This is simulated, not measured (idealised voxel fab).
Presented below is a process module, voxel wiring stack.
We display cut, a cross-section 225 nm in width whose square cells are each 5 nm.
Cross-section format: a grid of square cells, given as bands from top to bottom; each band is one or more rows of cells.
Heights first: top, then bottom, in nm. Then materials, left to right, each with a width in nm. "throughout" on a single material: fills the band edge to edge. "air": empty space.
The level at which height equals 0 is the one under which the wafer, as it arrives, is entirely one material. No lower edge exists for the bottom band, which continues downward and is notated as in "0..down".
When a width is written as two numbers, as in "30->40", the first number is the width in the top row of cells of the band and the second is the width in its bottom row, and the width changes by the same amount from each row to the next.
A step reported as "left unchanged" is a step in which no cell of the cross-section changed.
"Sealed void inventory" lists enclosed empty spaces (at least 8 cells, no open path upward to the top), each as width x height at distance from the left edge, in nm.
Past the settings on a step's line: simulator remark, on that step.
overlay nm: mask offset rightward from planned place, masked step; negative means leftward offset.
Layout of what follows: cross-section pairs, each bracketing one process step, the after cross-section shown only to the lowest band that changed, the step between and its settings noted under each pair. Pairs may originate in different runs of this module on the same starting wafer; a pair continues from the pair above only where its entry headed "Incoming profile" says so.
### Incoming profile
	0..down = Si throughout
	Sealed void inventory: none
### Post-Process View
	10..0 = SiO2 throughout
	For the remainder of the cross-section, below 0, there is no change.
	Sealed void inventory: none
Which process step falls between the two cross-sections above? CONFORMAL_DEP (material SiO2; thk nm 10)
Incoming profile: For the state before this step, see the after cross-section of the pair located directly above.
### Post-Process View
	15..10 = SiCN throughout
	For the remainder of the cross-section, below 10, there is no change.
	Sealed void inventory: none
Which process step falls between the two cross-sections above? CONFORMAL_DEP (material SiCN; thk nm 5)
Incoming profile: For the state before this step, see the after cross-section of the pair located directly above.
### Post-Process View
	30..15 = SiO2 throughout
	For the remainder of the cross-section, below 15, there is no change.
	Sealed void inventory: none
Which process step falls between the two cross-sections above? DIRECTIONAL_DEP (material SiO2; thk nm 15)
Incoming profile: For the state before this step, see the after cross-section of the pair located directly above.
### Post-Process View
	45..30 = aC throughout
	For the remainder of the cross-section, below 30, there is no change.
	Sealed void inventory: none
Which process step falls between the two cross-sections above? DIRECTIONAL_DEP (material aC; thk nm 15)
Incoming profile: For the state before this step, see the after cross-section of the pair located directly above.
### Post-Process View
	75..45 = 75 resist  25 air  25 resist  25 air  75 resist
	For the remainder of the cross-section, below 45, there is no change.
	Sealed void inventory: none
Which process step falls between the two cross-sections above? PATTERN (tone open; mask id METAL_1; material resist; width nm 25; pitch nm 50; thk nm 30; overlay nm 0)
Incoming profile: For the state before this step, see the after cross-section of the pair located directly above.
### Post-Process View
	60..45 = 75 resist  25 air  25 resist  25 air  75 resist
	45..30 = 75 aC  25 air  25 aC  25 air  75 aC
	For the remainder of the cross-section, below 30, there is no change.
	Sealed void inventory: none
Which process step falls between the two cross-sections above? DIRECTIONAL_ETCH (etch materials aC; depth nm 15)
Incoming profile: For the state before this step, see the after cross-section of the pair located directly above.
### Post-Process View
	45..30 = 75 aC  25 air  25 aC  25 air  75 aC
	For the remainder of the cross-section, below 30, there is no change.
	Sealed void inventory: none
Which process step falls between the two cross-sections above? STRIP (etch materials resist)
Incoming profile: For the state before this step, see the after cross-section of the pair located directly above.
### Post-Process View
	45..30 = 75 aC  25 air  25 aC  25 air  75 aC
	30..15 = 75 SiO2  25 air  25 SiO2  25 air  75 SiO2
	For the remainder of the cross-section, below 15, there is no change.
	Sealed void inventory: none
Which process step falls between the two cross-sections above? DIRECTIONAL_ETCH (etch materials SiO2; depth nm 15)
Incoming profile: For the state before this step, see the after cross-section of the pair located directly above.
### Post-Process View
	45..30 = 75 aC  25 air  25 aC  25 air  75 aC
	30..15 = 75 SiO2  25 air  25 SiO2  25 air  75 SiO2
	15..10 = 75 SiCN  25 air  25 SiCN  25 air  75 SiCN
	For the remainder of the cross-section, below 10, there is no change.
	Sealed void inventory: none
Which process step falls between the two cross-sections above? DIRECTIONAL_ETCH (etch materials SiCN; depth nm 5)
Incoming profile: For the state before this step, see the after cross-section of the pair located directly above.
### Post-Process View
	30..15 = 75 SiO2  25 air  25 SiO2  25 air  75 SiO2
	For the remainder of the cross-section, below 15, there is no change.
	Sealed void inventory: none
Which process step falls between the two cross-sections above? STRIP (etch materials aC)
Incoming profile: For the state before this step, see the after cross-section of the pair located directly above.
### Post-Process View
	35..30 = 80 TiN  15 air  35 TiN  15 air  80 TiN
	30..15 = 75 SiO2  5 TiN  15 air  5 TiN  25 SiO2  5 TiN  15 air  5 TiN  75 SiO2
	15..10 = 75 SiCN  25 TiN  25 SiCN  25 TiN  75 SiCN
	For the remainder of the cross-section, below 10, there is no change.
	Sealed void inventory: none
Which process step falls between the two cross-sections above? CONFORMAL_DEP (material TiN; thk nm 5)
Incoming profile: For the state before this step, see the after cross-section of the pair located directly above.
### Post-Process View
	45..35 = Cu throughout
	35..30 = 80 TiN  15 Cu  35 TiN  15 Cu  80 TiN
	30..15 = 75 SiO2  5 TiN  15 Cu  5 TiN  25 SiO2  5 TiN  15 Cu  5 TiN  75 SiO2
	For the remainder of the cross-section, below 15, there is no change.
	Sealed void inventory: none
Which process step falls between the two cross-sections above? FILL_DEP (material Cu; thk nm 10)
Incoming profile: For the state before this step, see the after cross-section of the pair located directly above.
### Post-Process View
	30..15 = 75 SiO2  5 TiN  15 Cu  5 TiN  25 SiO2  5 TiN  15 Cu  5 TiN  75 SiO2
	For the remainder of the cross-section, below 15, there is no change.
	Sealed void inventory: none
Which process step falls between the two cross-sections above? CMP (height nm 30)
Incoming profile: For the state before this step, see the after cross-section of the pair located directly above.
### Post-Process View
	35..30 = SiCN throughout
	For the remainder of the cross-section, below 30, there is no change.
	Sealed void inventory: none
Which process step falls between the two cross-sections above? CONFORMAL_DEP (material SiCN; thk nm 5)
Incoming profile: For the state before this step, see the after cross-section of the pair located directly above.
### Post-Process View
	50..35 = lowk throughout
	For the remainder of the cross-section, below 35, there is no change.
	Sealed void inventory: none
Which process step falls between the two cross-sections above? DIRECTIONAL_DEP (material lowk; thk nm 15)
Incoming profile: For the state before this step, see the after cross-section of the pair located directly above.
### Post-Process View
	50..35 = 75 lowk  15 air  35 lowk  15 air  85 lowk
	For the remainder of the cross-section, below 35, there is no change.
	Sealed void inventory: none
Which process step falls between the two cross-sections above? MASKED_ETCH (tone open; mask id PLUG_1; width nm 15; pitch nm 50; etch materials lowk; depth nm 15; overlay nm 0)
Incoming profile: For the state before this step, see the after cross-section of the pair located directly above.
### Post-Process View
	50..35 = 75 lowk  15 air  35 lowk  15 air  85 lowk
	35..30 = 75 SiCN  15 air  35 SiCN  15 air  85 SiCN
	For the remainder of the cross-section, below 30, there is no change.
	Sealed void inventory: none
Which process step falls between the two cross-sections above? MASKED_ETCH (tone open; mask id PLUG_1; width nm 15; pitch nm 50; etch materials SiCN; depth nm 5; overlay nm 0)
Incoming profile: For the state before this step, see the after cross-section of the pair located directly above.
### Post-Process View
	55..50 = 80 TiN  5 air  45 TiN  5 air  90 TiN
	50..35 = 75 lowk  5 TiN  5 air  5 TiN  35 lowk  5 TiN  5 air  5 TiN  85 lowk
	35..30 = 75 SiCN  15 TiN  35 SiCN  15 TiN  85 SiCN
	For the remainder of the cross-section, below 30, there is no change.
	Sealed void inventory: none
Which process step falls between the two cross-sections above? CONFORMAL_DEP (material TiN; thk nm 5)
Incoming profile: For the state before this step, see the after cross-section of the pair located directly above.
### Post-Process View
	65..55 = Ru throughout
	55..50 = 80 TiN  5 Ru  45 TiN  5 Ru  90 TiN
	50..35 = 75 lowk  5 TiN  5 Ru  5 TiN  35 lowk  5 TiN  5 Ru  5 TiN  85 lowk
	For the remainder of the cross-section, below 35, there is no change.
	Sealed void inventory: none
Which process step falls between the two cross-sections above? FILL_DEP (material Ru; thk nm 10)
Incoming profile: For the state before this step, see the after cross-section of the pair located directly above.
### Post-Process View
	50..35 = 75 lowk  5 TiN  5 Ru  5 TiN  35 lowk  5 TiN  5 Ru  5 TiN  85 lowk
	For the remainder of the cross-section, below 35, there is no change.
	Sealed void inventory: none
Which process step falls between the two cross-sections above? CMP (height nm 50)
Incoming profile: For the state before this step, see the after cross-section of the pair located directly above.
### Post-Process View
	55..50 = TiN throughout
	For the remainder of the cross-section, below 50, there is no change.
	Sealed void inventory: none
Which process step falls between the two cross-sections above? DIRECTIONAL_DEP (material TiN; thk nm 5)
Incoming profile: For the state before this step, see the after cross-section of the pair located directly above.
### Post-Process View
	70..55 = W throughout
	For the remainder of the cross-section, below 55, there is no change.
	Sealed void inventory: none
Which process step falls between the two cross-sections above? DIRECTIONAL_DEP (material W; thk nm 15)
Incoming profile: For the state before this step, see the after cross-section of the pair located directly above.
### Post-Process View
	90..70 = 75 air  25 resist  25 air  25 resist  75 air
	For the remainder of the cross-section, below 70, there is no change.
	Sealed void inventory: none
Which process step falls between the two cross-sections above? PATTERN (tone cover; mask id METAL_2; material resist; width nm 25; pitch nm 50; thk nm 20; overlay nm 0)
Incoming profile: For the state before this step, see the after cross-section of the pair located directly above.
### Post-Process View
	90..70 = 75 air  25 resist  25 air  25 resist  75 air
	70..55 = 75 air  25 W  25 air  25 W  75 air
	For the remainder of the cross-section, below 55, there is no change.
	Sealed void inventory: none
Which process step falls between the two cross-sections above? DIRECTIONAL_ETCH (etch materials W; depth nm 15)
Incoming profile: For the state before this step, see the after cross-section of the pair located directly above.
### Post-Process View
	90..70 = 75 air  25 resist  25 air  25 resist  75 air
	70..55 = 75 air  25 W  25 air  25 W  75 air
	55..50 = 75 air  25 TiN  25 air  25 TiN  75 air
	For the remainder of the cross-section, below 50, there is no change.
	Sealed void inventory: none
Which process step falls between the two cross-sections above? DIRECTIONAL_ETCH (etch materials TiN; depth nm 5)
Incoming profile: For the state before this step, see the after cross-section of the pair located directly above.
### Post-Process View
	70..55 = 75 air  25 W  25 air  25 W  75 air
	For the remainder of the cross-section, below 55, there is no change.
	Sealed void inventory: none
Which process step falls between the two cross-sections above? STRIP (etch materials resist)
Incoming profile: For the state before this step, see the after cross-section of the pair located directly above.
### Post-Process View
	75..70 = 70 air  35 SiN  15 air  35 SiN  70 air
	70..55 = 70 air  5 SiN  25 W  5 SiN  15 air  5 SiN  25 W  5 SiN  70 air
	55..50 = 75 SiN  25 TiN  25 SiN  25 TiN  75 SiN
	For the remainder of the cross-section, below 50, there is no change.
	Sealed void inventory: none
Which process step falls between the two cross-sections above? CONFORMAL_DEP (material SiN; thk nm 5)
Incoming profile: For the state before this step, see the after cross-section of the pair located directly above.
### Post-Process View
	80..75 = lowk throughout
	75..70 = 70 lowk  35 SiN  15 lowk  35 SiN  70 lowk
	70..55 = 70 lowk  5 SiN  25 W  5 SiN  15 lowk  5 SiN  25 W  5 SiN  70 lowk
	For the remainder of the cross-section, below 55, there is no change.
	Sealed void inventory: none
Which process step falls between the two cross-sections above? FILL_DEP (material lowk; thk nm 5)
Incoming profile: For the state before this step, see the after cross-section of the pair located directly above.
### Post-Process View
	70..55 = 70 lowk  5 SiN  25 W  5 SiN  15 lowk  5 SiN  25 W  5 SiN  70 lowk
	For the remainder of the cross-section, below 55, there is no change.
	Sealed void inventory: none
Which process step falls between the two cross-sections above? CMP (height nm 70)
Incoming profile: For the state before this step, see the after cross-section of the pair located directly above.
### Post-Process View
	75..70 = SiCN throughout
	For the remainder of the cross-section, below 70, there is no change.
	Sealed void inventory: none
Which process step falls between the two cross-sections above? CONFORMAL_DEP (material SiCN; thk nm 5)
### Incoming profile
	35..30 = SiCN throughout
	30..15 = 75 SiO2  5 TiN  15 Cu  5 TiN  25 SiO2  5 TiN  15 Cu  5 TiN  75 SiO2
	15..10 = 75 SiCN  25 TiN  25 SiCN  25 TiN  75 SiCN
	10..0 = SiO2 throughout
	0..down = Si throughout
	Sealed void inventory: none
### Post-Process View
	35..30 = 75 SiCN  15 air  35 SiCN  15 air  85 SiCN
	For the remainder of the cross-section, below 30, there is no change.
	Sealed void inventory: none
Which process step falls between the two cross-sections above? MASKED_ETCH (tone open; mask id PLUG_1; width nm 15; pitch nm 50; etch materials SiCN; depth nm 5; overlay nm 0)
Incoming profile: For the state before this step, see the after cross-section of the pair located directly above.
### Post-Process View
	40..35 = 80 TiN  5 air  45 TiN  5 air  90 TiN
	35..30 = 75 SiCN  15 TiN  35 SiCN  15 TiN  85 SiCN
	For the remainder of the cross-section, below 30, there is no change.
	Sealed void inventory: none
Which process step falls between the two cross-sections above? CONFORMAL_DEP (material TiN; thk nm 5)
Incoming profile: For the state before this step, see the after cross-section of the pair located directly above.
### Post-Process View
	50..40 = Ru throughout
	40..35 = 80 TiN  5 Ru  45 TiN  5 Ru  90 TiN
	For the remainder of the cross-section, below 35, there is no change.
	Sealed void inventory: none
Which process step falls between the two cross-sections above? FILL_DEP (material Ru; thk nm 10)
Incoming profile: For the state before this step, see the after cross-section of the pair located directly above.
### Post-Process View
	55..50 = TiN throughout
	For the remainder of the cross-section, below 50, there is no change.
	Sealed void inventory: none
Which process step falls between the two cross-sections above? DIRECTIONAL_DEP (material TiN; thk nm 5)
Incoming profile: For the state before this step, see the after cross-section of the pair located directly above.
### Post-Process View
	70..55 = W throughout
	For the remainder of the cross-section, below 55, there is no change.
	Sealed void inventory: none
Which process step falls between the two cross-sections above? DIRECTIONAL_DEP (material W; thk nm 15)
Incoming profile: For the state before this step, see the after cross-section of the pair located directly above.
### Post-Process View
	90..70 = 75 air  25 resist  25 air  25 resist  75 air
	For the remainder of the cross-section, below 70, there is no change.
	Sealed void inventory: none
Which process step falls between the two cross-sections above? PATTERN (tone cover; mask id METAL_2; material resist; width nm 25; pitch nm 50; thk nm 20; overlay nm 0)
Incoming profile: For the state before this step, see the after cross-section of the pair located directly above.
### Post-Process View
	90..70 = 75 air  25 resist  25 air  25 resist  75 air
	70..55 = 75 air  25 W  25 air  25 W  75 air
	For the remainder of the cross-section, below 55, there is no change.
	Sealed void inventory: none
Which process step falls between the two cross-sections above? DIRECTIONAL_ETCH (etch materials W; depth nm 15)
Incoming profile: For the state before this step, see the after cross-section of the pair located directly above.
### Post-Process View
	90..70 = 75 air  25 resist  25 air  25 resist  75 air
	70..55 = 75 air  25 W  25 air  25 W  75 air
	55..50 = 75 air  25 TiN  25 air  25 TiN  75 air
	For the remainder of the cross-section, below 50, there is no change.
	Sealed void inventory: none
Which process step falls between the two cross-sections above? DIRECTIONAL_ETCH (etch materials TiN; depth nm 5)
Incoming profile: For the state before this step, see the after cross-section of the pair located directly above.
### Post-Process View
	70..55 = 75 air  25 W  25 air  25 W  75 air
	For the remainder of the cross-section, below 55, there is no change.
	Sealed void inventory: none
Which process step falls between the two cross-sections above? STRIP (etch materials resist)
Incoming profile: For the state before this step, see the after cross-section of the pair located directly above.
### Post-Process View
	75..70 = 70 air  35 SiN  15 air  35 SiN  70 air
	70..55 = 70 air  5 SiN  25 W  5 SiN  15 air  5 SiN  25 W  5 SiN  70 air
	55..50 = 75 SiN  25 TiN  25 SiN  25 TiN  75 SiN
	For the remainder of the cross-section, below 50, there is no change.
	Sealed void inventory: none
Which process step falls between the two cross-sections above? CONFORMAL_DEP (material SiN; thk nm 5)
Incoming profile: For the state before this step, see the after cross-section of the pair located directly above.
### Post-Process View
	80..75 = lowk throughout
	75..70 = 70 lowk  35 SiN  15 lowk  35 SiN  70 lowk
	70..55 = 70 lowk  5 SiN  25 W  5 SiN  15 lowk  5 SiN  25 W  5 SiN  70 lowk
	For the remainder of the cross-section, below 55, there is no change.
	Sealed void inventory: none
Which process step falls between the two cross-sections above? FILL_DEP (material lowk; thk nm 5)
Incoming profile: For the state before this step, see the after cross-section of the pair located directly above.
### Post-Process View
	70..55 = 70 lowk  5 SiN  25 W  5 SiN  15 lowk  5 SiN  25 W  5 SiN  70 lowk
	For the remainder of the cross-section, below 55, there is no change.
	Sealed void inventory: none
Which process step falls between the two cross-sections above? CMP (height nm 70)
Incoming profile: For the state before this step, see the after cross-section of the pair located directly above.
### Post-Process View
	75..70 = SiCN throughout
	For the remainder of the cross-section, below 70, there is no change.
	Sealed void inventory: none
Which process step falls between the two cross-sections above? CONFORMAL_DEP (material SiCN; thk nm 5)
### Incoming profile
	30..15 = 75 SiO2  5 TiN  15 Cu  5 TiN  25 SiO2  5 TiN  15 Cu  5 TiN  75 SiO2
	15..10 = 75 SiCN  25 TiN  25 SiCN  25 TiN  75 SiCN
	10..0 = SiO2 throughout
	0..down = Si throughout
	Sealed void inventory: none
### Post-Process View
	45..30 = lowk throughout
	For the remainder of the cross-section, below 30, there is no change.
	Sealed void inventory: none
Which process step falls between the two cross-sections above? DIRECTIONAL_DEP (material lowk; thk nm 15)
Incoming profile: For the state before this step, see the after cross-section of the pair located directly above.
### Post-Process View
	50..45 = SiCN throughout
	For the remainder of the cross-section, below 45, there is no change.
	Sealed void inventory: none
Which process step falls between the two cross-sections above? CONFORMAL_DEP (material SiCN; thk nm 5)
Incoming profile: For the state before this step, see the after cross-section of the pair located directly above.
### Post-Process View
	50..45 = 75 SiCN  15 air  35 SiCN  15 air  85 SiCN
	For the remainder of the cross-section, below 45, there is no change.
	Sealed void inventory: none
Which process step falls between the two cross-sections above? MASKED_ETCH (tone open; mask id PLUG_1; width nm 15; pitch nm 50; etch materials SiCN; depth nm 5; overlay nm 0)
Incoming profile: For the state before this step, see the after cross-section of the pair located directly above.
### Post-Process View
	55..50 = 80 TiN  5 air  45 TiN  5 air  90 TiN
	50..45 = 75 SiCN  15 TiN  35 SiCN  15 TiN  85 SiCN
	For the remainder of the cross-section, below 45, there is no change.
	Sealed void inventory: none
Which process step falls between the two cross-sections above? CONFORMAL_DEP (material TiN; thk nm 5)
Incoming profile: For the state before this step, see the after cross-section of the pair located directly above.
### Post-Process View
	65..55 = Ru throughout
	55..50 = 80 TiN  5 Ru  45 TiN  5 Ru  90 TiN
	For the remainder of the cross-section, below 50, there is no change.
	Sealed void inventory: none
Which process step falls between the two cross-sections above? FILL_DEP (material Ru; thk nm 10)
Incoming profile: For the state before this step, see the after cross-section of the pair located directly above.
### Post-Process View
	50..45 = 75 SiCN  15 TiN  35 SiCN  15 TiN  85 SiCN
	For the remainder of the cross-section, below 45, there is no change.
	Sealed void inventory: none
Which process step falls between the two cross-sections above? CMP (height nm 50)
Incoming profile: For the state before this step, see the after cross-section of the pair located directly above.
### Post-Process View
	55..50 = TiN throughout
	For the remainder of the cross-section, below 50, there is no change.
	Sealed void inventory: none
Which process step falls between the two cross-sections above? DIRECTIONAL_DEP (material TiN; thk nm 5)
Incoming profile: For the state before this step, see the after cross-section of the pair located directly above.
### Post-Process View
	70..55 = W throughout
	For the remainder of the cross-section, below 55, there is no change.
	Sealed void inventory: none
Which process step falls between the two cross-sections above? DIRECTIONAL_DEP (material W; thk nm 15)
Incoming profile: For the state before this step, see the after cross-section of the pair located directly above.
### Post-Process View
	90..70 = 75 air  25 resist  25 air  25 resist  75 air
	For the remainder of the cross-section, below 70, there is no change.
	Sealed void inventory: none
Which process step falls between the two cross-sections above? PATTERN (tone cover; mask id METAL_2; material resist; width nm 25; pitch nm 50; thk nm 20; overlay nm 0)
Incoming profile: For the state before this step, see the after cross-section of the pair located directly above.
### Post-Process View
	90..70 = 75 air  25 resist  25 air  25 resist  75 air
	70..55 = 75 air  25 W  25 air  25 W  75 air
	For the remainder of the cross-section, below 55, there is no change.
	Sealed void inventory: none
Which process step falls between the two cross-sections above? DIRECTIONAL_ETCH (etch materials W; depth nm 15)
Incoming profile: For the state before this step, see the after cross-section of the pair located directly above.
### Post-Process View
	90..70 = 75 air  25 resist  25 air  25 resist  75 air
	70..55 = 75 air  25 W  25 air  25 W  75 air
	55..50 = 75 air  25 TiN  25 air  25 TiN  75 air
	For the remainder of the cross-section, below 50, there is no change.
	Sealed void inventory: none
Which process step falls between the two cross-sections above? DIRECTIONAL_ETCH (etch materials TiN; depth nm 5)
Incoming profile: For the state before this step, see the after cross-section of the pair located directly above.
### Post-Process View
	70..55 = 75 air  25 W  25 air  25 W  75 air
	For the remainder of the cross-section, below 55, there is no change.
	Sealed void inventory: none
Which process step falls between the two cross-sections above? STRIP (etch materials resist)
Incoming profile: For the state before this step, see the after cross-section of the pair located directly above.
### Post-Process View
	75..70 = 70 air  35 SiN  15 air  35 SiN  70 air
	70..55 = 70 air  5 SiN  25 W  5 SiN  15 air  5 SiN  25 W  5 SiN  70 air
	55..50 = 75 SiN  25 TiN  25 SiN  25 TiN  75 SiN
	For the remainder of the cross-section, below 50, there is no change.
	Sealed void inventory: none
Which process step falls between the two cross-sections above? CONFORMAL_DEP (material SiN; thk nm 5)
Incoming profile: For the state before this step, see the after cross-section of the pair located directly above.
### Post-Process View
	80..75 = lowk throughout
	75..70 = 70 lowk  35 SiN  15 lowk  35 SiN  70 lowk
	70..55 = 70 lowk  5 SiN  25 W  5 SiN  15 lowk  5 SiN  25 W  5 SiN  70 lowk
	For the remainder of the cross-section, below 55, there is no change.
	Sealed void inventory: none
Which process step falls between the two cross-sections above? FILL_DEP (material lowk; thk nm 5)
Incoming profile: For the state before this step, see the after cross-section of the pair located directly above.
### Post-Process View
	70..55 = 70 lowk  5 SiN  25 W  5 SiN  15 lowk  5 SiN  25 W  5 SiN  70 lowk
	For the remainder of the cross-section, below 55, there is no change.
	Sealed void inventory: none
Which process step falls between the two cross-sections above? CMP (height nm 70)
Incoming profile: For the state before this step, see the after cross-section of the pair located directly above.
### Post-Process View
	75..70 = SiCN throughout
	For the remainder of the cross-section, below 70, there is no change.
	Sealed void inventory: none
Which process step falls between the two cross-sections above? CONFORMAL_DEP (material SiCN; thk nm 5)
### Incoming profile
	35..30 = SiCN throughout
	30..15 = 75 SiO2  5 TiN  15 Cu  5 TiN  25 SiO2  5 TiN  15 Cu  5 TiN  75 SiO2
	15..10 = 75 SiCN  25 TiN  25 SiCN  25 TiN  75 SiCN
	10..0 = SiO2 throughout
	0..down = Si throughout
	Sealed void inventory: none
### Post-Process View
	40..35 = lowk throughout
	For the remainder of the cross-section, below 35, there is no change.
	Sealed void inventory: none
Which process step falls between the two cross-sections above? DIRECTIONAL_DEP (material lowk; thk nm 5)
Incoming profile: For the state before this step, see the after cross-section of the pair located directly above.
### Post-Process View
	40..35 = 75 lowk  15 air  35 lowk  15 air  85 lowk
	For the remainder of the cross-section, below 35, there is no change.
	Sealed void inventory: none
Which process step falls between the two cross-sections above? MASKED_ETCH (tone open; mask id PLUG_1; width nm 15; pitch nm 50; etch materials lowk; depth nm 15; overlay nm 0)
Incoming profile: For the state before this step, see the after cross-section of the pair located directly above.
### Post-Process View
	40..35 = 75 lowk  15 air  35 lowk  15 air  85 lowk
	35..30 = 75 SiCN  15 air  35 SiCN  15 air  85 SiCN
	For the remainder of the cross-section, below 30, there is no change.
	Sealed void inventory: none
Which process step falls between the two cross-sections above? MASKED_ETCH (tone open; mask id PLUG_1; width nm 15; pitch nm 50; etch materials SiCN; depth nm 5; overlay nm 0)
Incoming profile: For the state before this step, see the after cross-section of the pair located directly above.
### Post-Process View
	45..40 = 80 TiN  5 air  45 TiN  5 air  90 TiN
	40..35 = 75 lowk  5 TiN  5 air  5 TiN  35 lowk  5 TiN  5 air  5 TiN  85 lowk
	35..30 = 75 SiCN  15 TiN  35 SiCN  15 TiN  85 SiCN
	For the remainder of the cross-section, below 30, there is no change.
	Sealed void inventory: none
Which process step falls between the two cross-sections above? CONFORMAL_DEP (material TiN; thk nm 5)
Incoming profile: For the state before this step, see the after cross-section of the pair located directly above.
### Post-Process View
	55..45 = Ru throughout
	45..40 = 80 TiN  5 Ru  45 TiN  5 Ru  90 TiN
	40..35 = 75 lowk  5 TiN  5 Ru  5 TiN  35 lowk  5 TiN  5 Ru  5 TiN  85 lowk
	For the remainder of the cross-section, below 35, there is no change.
	Sealed void inventory: none
Which process step falls between the two cross-sections above? FILL_DEP (material Ru; thk nm 10)
Incoming profile: For the state before this step, see the after cross-section of the pair located directly above.
### Post-Process View
	50..45 = Ru throughout
	For the remainder of the cross-section, below 45, there is no change.
	Sealed void inventory: none
Which process step falls between the two cross-sections above? CMP (height nm 50)
Incoming profile: For the state before this step, see the after cross-section of the pair located directly above.
### Post-Process View
	55..50 = TiN throughout
	For the remainder of the cross-section, below 50, there is no change.
	Sealed void inventory: none
Which process step falls between the two cross-sections above? DIRECTIONAL_DEP (material TiN; thk nm 5)
Incoming profile: For the state before this step, see the after cross-section of the pair located directly above.
### Post-Process View
	70..55 = W throughout
	For the remainder of the cross-section, below 55, there is no change.
	Sealed void inventory: none
Which process step falls between the two cross-sections above? DIRECTIONAL_DEP (material W; thk nm 15)
Incoming profile: For the state before this step, see the after cross-section of the pair located directly above.
### Post-Process View
	90..70 = 75 air  25 resist  25 air  25 resist  75 air
	For the remainder of the cross-section, below 70, there is no change.
	Sealed void inventory: none
Which process step falls between the two cross-sections above? PATTERN (tone cover; mask id METAL_2; material resist; width nm 25; pitch nm 50; thk nm 20; overlay nm 0)
Incoming profile: For the state before this step, see the after cross-section of the pair located directly above.
### Post-Process View
	90..70 = 75 air  25 resist  25 air  25 resist  75 air
	70..55 = 75 air  25 W  25 air  25 W  75 air
	For the remainder of the cross-section, below 55, there is no change.
	Sealed void inventory: none
Which process step falls between the two cross-sections above? DIRECTIONAL_ETCH (etch materials W; depth nm 15)
Incoming profile: For the state before this step, see the after cross-section of the pair located directly above.
### Post-Process View
	90..70 = 75 air  25 resist  25 air  25 resist  75 air
	70..55 = 75 air  25 W  25 air  25 W  75 air
	55..50 = 75 air  25 TiN  25 air  25 TiN  75 air
	For the remainder of the cross-section, below 50, there is no change.
	Sealed void inventory: none
Which process step falls between the two cross-sections above? DIRECTIONAL_ETCH (etch materials TiN; depth nm 5)
Incoming profile: For the state before this step, see the after cross-section of the pair located directly above.
### Post-Process View
	70..55 = 75 air  25 W  25 air  25 W  75 air
	For the remainder of the cross-section, below 55, there is no change.
	Sealed void inventory: none
Which process step falls between the two cross-sections above? STRIP (etch materials resist)
Incoming profile: For the state before this step, see the after cross-section of the pair located directly above.
### Post-Process View
	75..70 = 70 air  35 SiN  15 air  35 SiN  70 air
	70..55 = 70 air  5 SiN  25 W  5 SiN  15 air  5 SiN  25 W  5 SiN  70 air
	55..50 = 75 SiN  25 TiN  25 SiN  25 TiN  75 SiN
	For the remainder of the cross-section, below 50, there is no change.
	Sealed void inventory: none
Which process step falls between the two cross-sections above? CONFORMAL_DEP (material SiN; thk nm 5)
Incoming profile: For the state before this step, see the after cross-section of the pair located directly above.
### Post-Process View
	80..75 = lowk throughout
	75..70 = 70 lowk  35 SiN  15 lowk  35 SiN  70 lowk
	70..55 = 70 lowk  5 SiN  25 W  5 SiN  15 lowk  5 SiN  25 W  5 SiN  70 lowk
	For the remainder of the cross-section, below 55, there is no change.
	Sealed void inventory: none
Which process step falls between the two cross-sections above? FILL_DEP (material lowk; thk nm 5)
Incoming profile: For the state before this step, see the after cross-section of the pair located directly above.
### Post-Process View
	70..55 = 70 lowk  5 SiN  25 W  5 SiN  15 lowk  5 SiN  25 W  5 SiN  70 lowk
	For the remainder of the cross-section, below 55, there is no change.
	Sealed void inventory: none
Which process step falls between the two cross-sections above? CMP (height nm 70)
Incoming profile: For the state before this step, see the after cross-section of the pair located directly above.
### Post-Process View
	75..70 = SiCN throughout
	For the remainder of the cross-section, below 70, there is no change.
	Sealed void inventory: none
Which process step falls between the two cross-sections above? CONFORMAL_DEP (material SiCN; thk nm 5)
### Incoming profile
	45..30 = aC throughout
	30..15 = SiO2 throughout
	15..10 = SiCN throughout
	10..0 = SiO2 throughout
	0..down = Si throughout
	Sealed void inventory: none
### Post-Process View
	75..45 = 75 resist  30 air  20 resist  30 air  70 resist
	For the remainder of the cross-section, below 45, there is no change.
	Sealed void inventory: none
Which process step falls between the two cross-sections above? PATTERN (tone open; mask id METAL_1; material resist; width nm 30; pitch nm 50; thk nm 30; overlay nm 0)
Incoming profile: For the state before this step, see the after cross-section of the pair located directly above.
### Post-Process View
	60..45 = 75 resist  30 air  20 resist  30 air  70 resist
	45..30 = 75 aC  30 air  20 aC  30 air  70 aC
	For the remainder of the cross-section, below 30, there is no change.
	Sealed void inventory: none
Which process step falls between the two cross-sections above? DIRECTIONAL_ETCH (etch materials aC; depth nm 15)
Incoming profile: For the state before this step, see the after cross-section of the pair located directly above.
### Post-Process View
	45..30 = 75 aC  30 air  20 aC  30 air  70 aC
	For the remainder of the cross-section, below 30, there is no change.
	Sealed void inventory: none
Which process step falls between the two cross-sections above? STRIP (etch materials resist)
Incoming profile: For the state before this step, see the after cross-section of the pair located directly above.
### Post-Process View
	45..30 = 75 aC  30 air  20 aC  30 air  70 aC
	30..15 = 75 SiO2  30 air  20 SiO2  30 air  70 SiO2
	For the remainder of the cross-section, below 15, there is no change.
	Sealed void inventory: none
Which process step falls between the two cross-sections above? DIRECTIONAL_ETCH (etch materials SiO2; depth nm 15)
Incoming profile: For the state before this step, see the after cross-section of the pair located directly above.
### Post-Process View
	45..30 = 75 aC  30 air  20 aC  30 air  70 aC
	30..15 = 75 SiO2  30 air  20 SiO2  30 air  70 SiO2
	15..10 = 75 SiCN  30 air  20 SiCN  30 air  70 SiCN
	For the remainder of the cross-section, below 10, there is no change.
	Sealed void inventory: none
Which process step falls between the two cross-sections above? DIRECTIONAL_ETCH (etch materials SiCN; depth nm 5)
Incoming profile: For the state before this step, see the after cross-section of the pair located directly above.
### Post-Process View
	30..15 = 75 SiO2  30 air  20 SiO2  30 air  70 SiO2
	For the remainder of the cross-section, below 15, there is no change.
	Sealed void inventory: none
Which process step falls between the two cross-sections above? STRIP (etch materials aC)
Incoming profile: For the state before this step, see the after cross-section of the pair located directly above.
### Post-Process View
	35..30 = 80 TiN  20 air  30 TiN  20 air  75 TiN
	30..15 = 75 SiO2  5 TiN  20 air  5 TiN  20 SiO2  5 TiN  20 air  5 TiN  70 SiO2
	15..10 = 75 SiCN  30 TiN  20 SiCN  30 TiN  70 SiCN
	For the remainder of the cross-section, below 10, there is no change.
	Sealed void inventory: none
Which process step falls between the two cross-sections above? CONFORMAL_DEP (material TiN; thk nm 5)
